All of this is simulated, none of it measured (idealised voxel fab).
process module | voxel released beams
cross-section cut | 150 nm wide | cells 5 nm
A cross-section is a grid of square cells, given in bands from the top down. A band is one or more rows of cells.
Each band's line starts with the height of the band's top and of its bottom, in nm. Then come its materials from left to right, each with its width in nm. One material with "throughout" fills the band from edge to edge. "air" is empty space.
Height 0 is the level under which the wafer as received is all one material. The lowest band goes on downwards, as in "0 down".
A width such as "30 to 40" changes by the same amount from each row of cells to the next, from the band's top row to its bottom row.
"no change" after a step means that no cell of the cross-section changed.
closed voids: empty space of 8 cells or more with no open way to the top, each as width x height at its distance from the left edge, in nm
after a step's settings: what the simulator itself notes on the step
overlay nm, on a step with a mask: how far to the right of its planned place the mask lay; to the left if negative
plan
1 op RECEIVE | material Si
2 op CONFORMAL_DEP | material Al2O3 | thk nm 5
3 op DIRECTIONAL_DEP | material SiO2 | thk nm 10
4 op PATTERN | tone open | mask id ANCHOR | material resist | width nm 25 | thk nm 20 | overlay nm 0
5 op DIRECTIONAL_ETCH | etch materials SiO2 | depth nm 10
6 op STRIP | etch materials resist
7 op CONFORMAL_DEP | material SiN | thk nm 10
8 op PATTERN | tone cover | mask id BEAM | material resist | width nm 110 | thk nm 15 | overlay nm 0
9 op DIRECTIONAL_ETCH | etch materials SiN | depth nm 10
10 op STRIP | etch materials resist
11 op STRIP | etch materials SiO2
first wafer, as planned
as received, after step 1
  0 down: Si throughout
  closed voids: none
after step 2
  5 to 0: Al2O3 throughout
  below 0: unchanged
after step 3
  15 to 5: SiO2 throughout
  below 5: unchanged
after step 4
  35 to 15: resist 20 | air 25 | resist 105
  below 15: unchanged
after step 5
  35 to 15: resist 20 | air 25 | resist 105
  15 to 5: SiO2 20 | air 25 | SiO2 105
  below 5: unchanged
after step 6
  15 to 5: SiO2 20 | air 25 | SiO2 105
  below 5: unchanged
after step 7
  25 to 15: SiN 30 | air 5 | SiN 115
  15 to 5: SiO2 20 | SiN 25 | SiO2 105
  below 5: unchanged
after step 8
  40 to 25: air 15 | resist 110 | air 25
  25 to 15: SiN 30 | resist 5 | SiN 115
  below 15: unchanged
after step 9
  40 to 25: air 15 | resist 110 | air 25
  25 to 15: air 15 | SiN 15 | resist 5 | SiN 90 | air 25
  below 15: unchanged
after step 10
  25 to 15: air 15 | SiN 15 | air 5 | SiN 90 | air 25
  below 15: unchanged
after step 11
  25 to 15: air 15 | SiN 15 | air 5 | SiN 90 | air 25
  15 to 5: air 20 | SiN 25 | air 105
  below 5: unchanged
second wafer: like start, like plan, one mistake. Through step 3 it matches the first wafer
when step 4 should have ended
  35 to 15: air 20 | resist 25 | air 105
  below 15: unchanged
when step 5 should have ended
  35 to 15: air 20 | resist 25 | air 105
  15 to 5: air 20 | SiO2 25 | air 105
  below 5: unchanged
when step 6 should have ended
  15 to 5: air 20 | SiO2 25 | air 105
  below 5: unchanged
when step 7 should have ended
  25 to 15: air 10 | SiN 45 | air 95
  15 to 5: SiN 20 | SiO2 25 | SiN 105
  below 5: unchanged
when step 8 should have ended
  40 to 25: air 15 | resist 110 | air 25
  25 to 15: air 10 | SiN 45 | resist 70 | air 25
  below 15: unchanged
when step 9 should have ended
  40 to 25: air 15 | resist 110 | air 25
  25 to 15: air 15 | SiN 40 | resist 70 | air 25
  15 to 5: air 10 | SiN 10 | SiO2 25 | SiN 80 | air 25
  below 5: unchanged
when step 10 should have ended
  25 to 15: air 15 | SiN 40 | air 95
  below 15: unchanged
when step 11 should have ended: no change
what went wrong: step 4 ran as: op PATTERN | tone cover | mask id ANCHOR | material resist | width nm 25 | thk nm 20 | overlay nm 0
at the end the second wafer has, in cells: 10 more of SiO2
